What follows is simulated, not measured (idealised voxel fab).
Title: Process Module voxel released beams
Cross-sectional view cut (width: 260 nm; square cell size: 5 nm).
Each cross-section below is a grid of square cells, stated as bands in top-down order, with one or more rows of cells making up each band.
Band: top height; bottom height; in nm. Then, left to right: material with width in nm, for each material. "full width": a single material spanning edge to edge. "air": empty space.
A quick word on heights: they are counted from 0, and under that level the wafer as it came to us is one material throughout. The lowest band is different from the rest in having no bottom; it simply continues downward, written as in "from 0 down".
Quick explanation for "30..40": the width changes in equal steps down the rows of cells, from the first number in the band's top row to the second number in its bottom row.
"left unchanged" after a step means that no cell of the cross-section changed.
"Fully closed voids" enumerates empty spaces isolated from the top, with no open way to it, that contain at least 8 cells, giving each as width x height at distance from the left edge, all three in nm.
If you see something after the settings on a step's line, that's the simulator's own remark about that step.
On any step carrying a mask, the "overlay nm" setting, if present on the step's line, tells how far right of its planned place the mask lay; negative values point to the left.

Set out below are the planned steps of the process
1. RECEIVE | material Si
2. CONFORMAL_DEP | material Al2O3 | thk nm 10
3. DIRECTIONAL_DEP | material SiO2 | thk nm 20
4. MASKED_ETCH | tone open | mask id ANCHOR | width nm 45 | etch materials SiO2 | depth nm 20 | overlay nm 0
5. CONFORMAL_DEP | material W | thk nm 15
6. MASKED_ETCH | tone cover | mask id BEAM | width nm 95 | etch materials W | depth nm 15 | overlay nm 0
7. STRIP | etch materials SiO2

As-received wafer cross-section (after step 1)
* from 0 down: Si full width
* Fully closed voids: none

Final cross-section, module run with one mistake (start and plan as above)
* from 30 to 10: SiO2=85; air=45; SiO2=130
* from 10 to 0: Al2O3 full width
* from 0 down: Si full width
* Fully closed voids: none
Nonconformance to the process plan: heads up, step 7 didn't go per plan, it actually ran as STRIP | etch materials W
